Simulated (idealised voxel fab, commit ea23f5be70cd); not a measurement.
Process module in this document: voxel transistor to metal
Section shown: cut. Width: 190 nm. Cell size: 5 nm, square.
If you're reading a cross-section in this doc, picture square cells in a grid; it comes to you as bands, top ones listed first down to the bottom, and a band can be one or more rows of cells. In this notation a band is specified by the heights of its top and bottom, in that order and in nm, after which its materials appear from left to right, each paired with its width in nm. The word "everywhere" attached to a single material means that material fills the band from edge to edge; the word "air" stands for empty space. Note: height 0 marks the level under which the wafer is uniformly one material as received. Lowest band unbounded below, written "top 0, no bottom". The width entry "30 to 40" should be interpreted row by row: the top row of cells in the band takes the first number, the bottom row takes the second number, and the change between adjacent rows is uniform throughout. Where a step carries "nothing altered", the cross-section came out of it unchanged, cell for cell. In the "Encapsulated voids" entry, you get each enclosed empty space of 8 cells or more, one with no open way to the top, written width x height at distance, distance from the left edge, in nm. On each step's line, the part that comes after the settings is the simulator's own comment on the step. overlay nm: for a step with a mask, the amount by which the mask lay right of where it was planned; a negative amount means left of it.
So here's the lineup of process steps we planned
step 1: RECEIVE, material Si
step 2: CONFORMAL_DEP, material SiO2, thk nm 5
step 3: CONFORMAL_DEP, material SiN, thk nm 15
step 4: PATTERN, tone cover, mask id ACTIVE, material resist, width nm 115, thk nm 20, overlay nm 0
step 5: DIRECTIONAL_ETCH, etch materials SiN, depth nm 15
step 6: DIRECTIONAL_ETCH, etch materials SiO2, depth nm 5
step 7: DIRECTIONAL_ETCH, etch materials Si, depth nm 35
step 8: STRIP, etch materials resist
step 9: FILL_DEP, material SiO2, thk nm 10
step 10: CMP, height nm 20
step 11: SELECTIVE_ETCH, etch materials SiO2, depth nm 15
step 12: STRIP, etch materials SiN
step 13: SELECTIVE_ETCH, etch materials SiO2, depth nm 5
step 14: OXIDIZE, depth nm 5
step 15: DIRECTIONAL_DEP, material polySi, thk nm 25
step 16: DIRECTIONAL_DEP, material SiCN, thk nm 15
step 17: DIRECTIONAL_DEP, material aC, thk nm 15
step 18: PATTERN, tone cover, mask id GATE, material resist, width nm 25, thk nm 30, overlay nm 0
step 19: DIRECTIONAL_ETCH, etch materials aC, depth nm 15
step 20: STRIP, etch materials resist
step 21: DIRECTIONAL_ETCH, etch materials SiCN, depth nm 25
step 22: DIRECTIONAL_ETCH, etch materials polySi, depth nm 35
step 23: STRIP, etch materials aC
step 24: CONFORMAL_DEP, material SiO2, thk nm 5
step 25: DIRECTIONAL_ETCH, etch materials SiO2, depth nm 5
step 26: CONFORMAL_DEP, material SiN, thk nm 10
step 27: DIRECTIONAL_ETCH, etch materials SiN, depth nm 10
step 28: DIRECTIONAL_ETCH, etch materials SiO2, depth nm 5
step 29: EPI, material nSi, thk nm 5
step 30: FILL_DEP, material SiO2, thk nm 10
step 31: CMP, height nm 40
step 32: DIRECTIONAL_DEP, material SiO2, thk nm 10
step 33: DIRECTIONAL_DEP, material aC, thk nm 10
step 34: PATTERN, tone open, mask id CONTACT, material resist, width nm 20, pitch nm 75, thk nm 25, overlay nm 0
step 35: DIRECTIONAL_ETCH, etch materials aC, depth nm 10
step 36: STRIP, etch materials resist
step 37: DIRECTIONAL_ETCH, etch materials SiO2, depth nm 50
step 38: STRIP, etch materials aC
step 39: CONFORMAL_DEP, material TiN, thk nm 5
step 40: FILL_DEP, material Ru, thk nm 5
step 41: CMP, height nm 50
step 42: DIRECTIONAL_DEP, material TiN, thk nm 5
step 43: DIRECTIONAL_DEP, material W, thk nm 20
step 44: MASKED_ETCH, tone cover, mask id METAL_1, width nm 20, pitch nm 75, etch materials W, depth nm 20, overlay nm -15
step 45: MASKED_ETCH, tone cover, mask id METAL_1, width nm 20, pitch nm 75, etch materials TiN, depth nm 5, overlay nm 0
step 46: FILL_DEP, material SiO2, thk nm 5
step 47: CMP, height nm 75
step 48: CONFORMAL_DEP, material SiCN, thk nm 5
step 49: DIRECTIONAL_DEP, material lowk, thk nm 35
step 50: MASKED_ETCH, tone open, mask id METAL_2, width nm 20, pitch nm 75, etch materials lowk, depth nm 20, overlay nm 0
step 51: PATTERN, tone open, mask id METAL_2_HOLES, material resist, width nm 15, pitch nm 75, thk nm 15, overlay nm 0
step 52: DIRECTIONAL_ETCH, etch materials lowk, depth nm 15
step 53: DIRECTIONAL_ETCH, etch materials SiCN, depth nm 5
step 54: STRIP, etch materials resist
step 55: CONFORMAL_DEP, material TiN, thk nm 5
step 56: FILL_DEP, material Ru, thk nm 10
step 57: CMP, height nm 115
step 58: CONFORMAL_DEP, material SiCN, thk nm 5
Variable across wafers: step 44 overlay nm (plan value is that of the first wafer; starting state common to all).
The as-received cross-section of the first of several wafers corresponds to the state after step 1
- top 0, no bottom | Si everywhere
- Encapsulated voids: none
First of several wafers, sectioned at end of module (last step: step 58)
- top 120, bottom 115 | SiCN everywhere
- top 115, bottom 100 | lowk 45 nm, TiN 5 nm, Ru 10 nm, TiN 5 nm, lowk 55 nm, TiN 5 nm, Ru 10 nm, TiN 5 nm, lowk 50 nm
- top 100, bottom 95 | lowk 45 nm, TiN 5 nm, Ru 5 nm, TiN 10 nm, lowk 55 nm, TiN 5 nm, Ru 5 nm, TiN 10 nm, lowk 50 nm
- top 95, bottom 80 | lowk 45 nm, TiN 5 nm, Ru 5 nm, TiN 5 nm, lowk 60 nm, TiN 5 nm, Ru 5 nm, TiN 5 nm, lowk 55 nm
- top 80, bottom 75 | SiCN 45 nm, TiN 15 nm, SiCN 60 nm, TiN 15 nm, SiCN 55 nm
- top 75, bottom 55 | SiO2 30 nm, W 20 nm, SiO2 55 nm, W 20 nm, SiO2 65 nm
- top 55, bottom 50 | SiO2 30 nm, TiN 35 nm, SiO2 40 nm, TiN 35 nm, SiO2 50 nm
- top 50, bottom 40 | SiO2 45 nm, TiN 5 nm, Ru 10 nm, TiN 5 nm, SiO2 55 nm, TiN 5 nm, Ru 10 nm, TiN 5 nm, SiO2 50 nm
- top 40, bottom 25 | SiO2 45 nm, TiN 5 nm, Ru 10 nm, TiN 5 nm, SiN 10 nm, SiO2 5 nm, SiCN 25 nm, SiO2 5 nm, SiN 10 nm, TiN 5 nm, Ru 10 nm, TiN 5 nm, SiO2 50 nm
- top 25, bottom 5 | SiO2 45 nm, TiN 5 nm, Ru 10 nm, TiN 5 nm, SiN 10 nm, SiO2 5 nm, polySi 25 nm, SiO2 5 nm, SiN 10 nm, TiN 5 nm, Ru 10 nm, TiN 5 nm, SiO2 50 nm
- top 5, bottom 0 | SiO2 45 nm, TiN 20 nm, SiN 10 nm, SiO2 5 nm, polySi 25 nm, SiO2 5 nm, SiN 10 nm, TiN 20 nm, SiO2 50 nm
- top 0, bottom -5 | SiO2 30 nm, nSi 35 nm, SiO2 55 nm, nSi 35 nm, SiO2 35 nm
- top -5, bottom -35 | SiO2 35 nm, Si 115 nm, SiO2 40 nm
- top -35, no bottom | Si everywhere
- Encapsulated voids: none
last wafer at the end
- top 120, bottom 115 | SiCN everywhere
- top 115, bottom 100 | lowk 45 nm, TiN 5 nm, Ru 10 nm, TiN 5 nm, lowk 55 nm, TiN 5 nm, Ru 10 nm, TiN 5 nm, lowk 50 nm
- top 100, bottom 95 | lowk 45 nm, TiN 5 nm, Ru 5 nm, TiN 10 nm, lowk 55 nm, TiN 5 nm, Ru 5 nm, TiN 10 nm, lowk 50 nm
- top 95, bottom 80 | lowk 45 nm, TiN 5 nm, Ru 5 nm, TiN 5 nm, lowk 60 nm, TiN 5 nm, Ru 5 nm, TiN 5 nm, lowk 55 nm
- top 80, bottom 75 | SiCN 45 nm, TiN 15 nm, SiCN 60 nm, TiN 15 nm, SiCN 55 nm
- top 75, bottom 55 | SiO2 60 nm, W 20 nm, SiO2 55 nm, W 20 nm, SiO2 35 nm
- top 55, bottom 50 | SiO2 45 nm, TiN 35 nm, SiO2 40 nm, TiN 35 nm, SiO2 35 nm
- top 50, bottom 40 | SiO2 45 nm, TiN 5 nm, Ru 10 nm, TiN 5 nm, SiO2 55 nm, TiN 5 nm, Ru 10 nm, TiN 5 nm, SiO2 50 nm
- top 40, bottom 25 | SiO2 45 nm, TiN 5 nm, Ru 10 nm, TiN 5 nm, SiN 10 nm, SiO2 5 nm, SiCN 25 nm, SiO2 5 nm, SiN 10 nm, TiN 5 nm, Ru 10 nm, TiN 5 nm, SiO2 50 nm
- top 25, bottom 5 | SiO2 45 nm, TiN 5 nm, Ru 10 nm, TiN 5 nm, SiN 10 nm, SiO2 5 nm, polySi 25 nm, SiO2 5 nm, SiN 10 nm, TiN 5 nm, Ru 10 nm, TiN 5 nm, SiO2 50 nm
- top 5, bottom 0 | SiO2 45 nm, TiN 20 nm, SiN 10 nm, SiO2 5 nm, polySi 25 nm, SiO2 5 nm, SiN 10 nm, TiN 20 nm, SiO2 50 nm
- top 0, bottom -5 | SiO2 30 nm, nSi 35 nm, SiO2 55 nm, nSi 35 nm, SiO2 35 nm
- top -5, bottom -35 | SiO2 35 nm, Si 115 nm, SiO2 40 nm
- top -35, no bottom | Si everywhere
- Encapsulated voids: none
Table: wafers, a row each; end-of-module cell change per material since receipt, gain (+), loss (-); then closed voids
overlay nm -15; +56 Ru; -128 Si; +85 SiCN; +32 SiN; +486 SiO2; +94 TiN; +32 W; +216 lowk; +14 nSi; +25 polySi; Encapsulated voids: none
overlay nm -10; +56 Ru; -128 Si; +85 SiCN; +32 SiN; +488 SiO2; +92 TiN; +32 W; +216 lowk; +14 nSi; +25 polySi; Encapsulated voids: none
overlay nm -5; +56 Ru; -128 Si; +85 SiCN; +32 SiN; +490 SiO2; +90 TiN; +32 W; +216 lowk; +14 nSi; +25 polySi; Encapsulated voids: none
overlay nm 0; +56 Ru; -128 Si; +85 SiCN; +32 SiN; +492 SiO2; +88 TiN; +32 W; +216 lowk; +14 nSi; +25 polySi; Encapsulated voids: none
overlay nm 5; +56 Ru; -128 Si; +85 SiCN; +32 SiN; +490 SiO2; +90 TiN; +32 W; +216 lowk; +14 nSi; +25 polySi; Encapsulated voids: none
overlay nm 10; +56 Ru; -128 Si; +85 SiCN; +32 SiN; +488 SiO2; +92 TiN; +32 W; +216 lowk; +14 nSi; +25 polySi; Encapsulated voids: none
overlay nm 15; +56 Ru; -128 Si; +85 SiCN; +32 SiN; +486 SiO2; +94 TiN; +32 W; +216 lowk; +14 nSi; +25 polySi; Encapsulated voids: none
